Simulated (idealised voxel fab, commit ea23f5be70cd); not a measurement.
The name of this process module is voxel gate over fins.
Section shown: cut. Width: 295 nm. Cell size: 5 nm, square.
Each cross-section below is a grid of square cells, stated as bands in top-down order, with one or more rows of cells making up each band. Per band: top height and bottom height in nm, followed by the left-to-right materials and their widths in nm; "all across" marks a single material spanning edge to edge, "blank" marks empty space. A quick word on heights: they are counted from 0, and under that level the wafer as it came to us is one material throughout. The lowest band is different from the rest in having no bottom; it simply continues downward, written as in "0..down". Per-row width for "30 to 40": begins at first number (top row of band), ends at second number (bottom row), increment between rows held constant. "no modifications" after a step means that no cell of the cross-section changed. Voids not open to the top, 8 cells minimum: see "Enclosed void listing". Written width x height at distance; distance is from the left edge; nm. Formally, on a step line, whatever follows the settings is a remark that the simulator itself makes on the step. What "overlay nm" on a step's line means: if the step has a mask, that mask lay this far to the right of its planned place, or, when the value is negative, to the left.
### Set out below are the planned steps of the process
- 1: RECEIVE, material Si
- 2: CONFORMAL_DEP, material SiN, thk nm 10
- 3: DIRECTIONAL_DEP, material aC, thk nm 15
- 4: PATTERN, tone cover, mask id FINS, material resist, width nm 15, pitch nm 35, thk nm 35, overlay nm 0
- 5: DIRECTIONAL_ETCH, etch materials aC, depth nm 15
- 6: STRIP, etch materials resist
- 7: DIRECTIONAL_ETCH, etch materials SiN, depth nm 10
- 8: DIRECTIONAL_ETCH, etch materials Si, depth nm 40
- 9: STRIP, etch materials aC
- 10: FILL_DEP, material SiO2, thk nm 10
- 11: CMP, height nm 10
- 12: SELECTIVE_ETCH, etch materials SiO2, depth nm 20
- 13: STRIP, etch materials SiN
- 14: CONFORMAL_DEP, material HfO2, thk nm 5
- 15: CONFORMAL_DEP, material TiN, thk nm 5
- 16: CONFORMAL_DEP, material TiAl, thk nm 5
- 17: CONFORMAL_DEP, material TiN, thk nm 5
- 18: FILL_DEP, material W, thk nm 15
- 19: CMP, height nm 30
- 20: CONFORMAL_DEP, material SiCN, thk nm 5
### Shown in cross-section is the wafer as received, that is, as it stands after step 1
	0..down = Si all across
	Enclosed void listing: none
### Starting wafer: above. Plan: above. Run: one mistake. Cross-section after the module: below
	35..30 = SiCN all across
	30..20 = W all across
	20..15 = 100 W | 90 TiN | 105 W
	15..10 = 100 W | 5 TiN | 80 TiAl | 5 TiN | 105 W
	10..5 = 105 TiN | 5 TiAl | 70 TiN | 5 TiAl | 110 TiN
	5..0 = 110 TiAl | 5 TiN | 25 aC | 10 TiN | 25 aC | 5 TiN | 115 TiAl
	0..-5 = 115 TiN | 5 aC | 15 Si | 5 aC | 10 TiN | 5 aC | 15 Si | 5 aC | 120 TiN
	-5..-10 = 120 aC | 15 Si | 20 aC | 15 Si | 125 aC
	-10..-40 = 120 SiO2 | 15 Si | 20 SiO2 | 15 Si | 125 SiO2
	-40..down = Si all across
	Enclosed void listing: none
Short version of what went wrong: step 14 ran as: CONFORMAL_DEP, material aC, thk nm 5
